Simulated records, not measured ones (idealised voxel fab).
process module | voxel self aligned vias
cross-section cut | 200 nm wide | cells 5 nm
A cross-section is a grid of square cells, given in bands from the top down. A band is one or more rows of cells.
Each band's line starts with the height of the band's top and of its bottom, in nm. Then come its materials from left to right, each with its width in nm. One material with "throughout" fills the band from edge to edge. "air" is empty space.
Height 0 is the level under which the wafer as received is all one material. The lowest band goes on downwards, as in "0 down".
A width such as "30 to 40" changes by the same amount from each row of cells to the next, from the band's top row to its bottom row.
"no change" after a step means that no cell of the cross-section changed.
closed voids: empty space of 8 cells or more with no open way to the top, each as width x height at its distance from the left edge, in nm
after a step's settings: what the simulator itself notes on the step
overlay nm, on a step with a mask: how far to the right of its planned place the mask lay; to the left if negative
plan
1 op RECEIVE | material Si
2 op CONFORMAL_DEP | material SiO2 | thk nm 15
3 op CONFORMAL_DEP | material SiCN | thk nm 5
4 op DIRECTIONAL_DEP | material SiO2 | thk nm 20
5 op DIRECTIONAL_DEP | material aC | thk nm 10
6 op PATTERN | tone open | mask id LINES | material resist | width nm 20 | pitch nm 70 | thk nm 25 | overlay nm 0
7 op DIRECTIONAL_ETCH | etch materials aC | depth nm 10
8 op STRIP | etch materials resist
9 op DIRECTIONAL_ETCH | etch materials SiO2 | depth nm 20
10 op STRIP | etch materials aC
11 op CONFORMAL_DEP | material TiN | thk nm 5
12 op FILL_DEP | material Ru | thk nm 10
13 op CMP | height nm 40
14 op SELECTIVE_ETCH | etch materials W Ru TiN | depth nm 5
15 op FILL_DEP | material SiN | thk nm 10
16 op CMP | height nm 40
17 op DIRECTIONAL_DEP | material SiO2 | thk nm 15
18 op MASKED_ETCH | tone open | mask id VIAS | width nm 40 | etch materials SiO2 | depth nm 15 | overlay nm 0
19 op MASKED_ETCH | tone open | mask id VIAS | width nm 40 | etch materials SiN | depth nm 5 | overlay nm 0
20 op CONFORMAL_DEP | material TiN | thk nm 5
21 op FILL_DEP | material Cu | thk nm 10
22 op CMP | height nm 55
23 op CONFORMAL_DEP | material SiCN | thk nm 5
first wafer, as planned
as received, after step 1
  0 down: Si throughout
  closed voids: none
after step 2
  15 to 0: SiO2 throughout
  below 0: unchanged
after step 3
  20 to 15: SiCN throughout
  below 15: unchanged
after step 4
  40 to 20: SiO2 throughout
  below 20: unchanged
after step 5
  50 to 40: aC throughout
  below 40: unchanged
after step 6
  75 to 50: resist 55 | air 20 | resist 50 | air 20 | resist 55
  below 50: unchanged
after step 7
  65 to 50: resist 55 | air 20 | resist 50 | air 20 | resist 55
  50 to 40: aC 55 | air 20 | aC 50 | air 20 | aC 55
  below 40: unchanged
after step 8
  50 to 40: aC 55 | air 20 | aC 50 | air 20 | aC 55
  below 40: unchanged
after step 9
  50 to 40: aC 55 | air 20 | aC 50 | air 20 | aC 55
  40 to 20: SiO2 55 | air 20 | SiO2 50 | air 20 | SiO2 55
  below 20: unchanged
after step 10
  40 to 20: SiO2 55 | air 20 | SiO2 50 | air 20 | SiO2 55
  below 20: unchanged
after step 11
  45 to 40: TiN 60 | air 10 | TiN 60 | air 10 | TiN 60
  40 to 25: SiO2 55 | TiN 5 | air 10 | TiN 5 | SiO2 50 | TiN 5 | air 10 | TiN 5 | SiO2 55
  25 to 20: SiO2 55 | TiN 20 | SiO2 50 | TiN 20 | SiO2 55
  below 20: unchanged
after step 12
  55 to 45: Ru throughout
  45 to 40: TiN 60 | Ru 10 | TiN 60 | Ru 10 | TiN 60
  40 to 25: SiO2 55 | TiN 5 | Ru 10 | TiN 5 | SiO2 50 | TiN 5 | Ru 10 | TiN 5 | SiO2 55
  below 25: unchanged
after step 13
  40 to 25: SiO2 55 | TiN 5 | Ru 10 | TiN 5 | SiO2 50 | TiN 5 | Ru 10 | TiN 5 | SiO2 55
  below 25: unchanged
after step 14
  40 to 35: SiO2 55 | air 20 | SiO2 50 | air 20 | SiO2 55
  below 35: unchanged
after step 15
  50 to 40: SiN throughout
  40 to 35: SiO2 55 | SiN 20 | SiO2 50 | SiN 20 | SiO2 55
  below 35: unchanged
after step 16
  40 to 35: SiO2 55 | SiN 20 | SiO2 50 | SiN 20 | SiO2 55
  below 35: unchanged
after step 17
  55 to 40: SiO2 throughout
  below 40: unchanged
after step 18
  55 to 40: SiO2 45 | air 40 | SiO2 115
  below 40: unchanged
after step 19
  55 to 40: SiO2 45 | air 40 | SiO2 115
  40 to 35: SiO2 55 | air 20 | SiO2 50 | SiN 20 | SiO2 55
  below 35: unchanged
after step 20
  60 to 55: TiN 50 | air 30 | TiN 120
  55 to 45: SiO2 45 | TiN 5 | air 30 | TiN 5 | SiO2 115
  45 to 40: SiO2 45 | TiN 15 | air 10 | TiN 15 | SiO2 115
  40 to 35: SiO2 55 | TiN 20 | SiO2 50 | SiN 20 | SiO2 55
  below 35: unchanged
after step 21
  70 to 60: Cu throughout
  60 to 55: TiN 50 | Cu 30 | TiN 120
  55 to 45: SiO2 45 | TiN 5 | Cu 30 | TiN 5 | SiO2 115
  45 to 40: SiO2 45 | TiN 15 | Cu 10 | TiN 15 | SiO2 115
  below 40: unchanged
after step 22
  55 to 45: SiO2 45 | TiN 5 | Cu 30 | TiN 5 | SiO2 115
  below 45: unchanged
after step 23
  60 to 55: SiCN throughout
  below 55: unchanged
second wafer: like start, like plan, one mistake. Through step 17 it matches the first wafer
when step 18 should have ended
  55 to 40: SiO2 35 | air 40 | SiO2 125
  below 40: unchanged
when step 19 should have ended
  55 to 40: SiO2 35 | air 40 | SiO2 125
  40 to 35: SiO2 55 | air 20 | SiO2 50 | SiN 20 | SiO2 55
  below 35: unchanged
when step 20 should have ended
  60 to 55: TiN 40 | air 30 | TiN 130
  55 to 45: SiO2 35 | TiN 5 | air 30 | TiN 5 | SiO2 125
  45 to 40: SiO2 35 | TiN 25 | air 10 | TiN 5 | SiO2 125
  40 to 35: SiO2 55 | TiN 20 | SiO2 50 | SiN 20 | SiO2 55
  below 35: unchanged
when step 21 should have ended
  70 to 60: Cu throughout
  60 to 55: TiN 40 | Cu 30 | TiN 130
  55 to 45: SiO2 35 | TiN 5 | Cu 30 | TiN 5 | SiO2 125
  45 to 40: SiO2 35 | TiN 25 | Cu 10 | TiN 5 | SiO2 125
  below 40: unchanged
when step 22 should have ended
  55 to 45: SiO2 35 | TiN 5 | Cu 30 | TiN 5 | SiO2 125
  below 45: unchanged
when step 23 should have ended
  60 to 55: SiCN throughout
  below 55: unchanged
what went wrong: step 18 ran as: op MASKED_ETCH | tone open | mask id VIAS | width nm 40 | etch materials SiO2 | depth nm 15 | overlay nm -10
at the end the second wafer has, in cells: as many of each material as the first, in other places
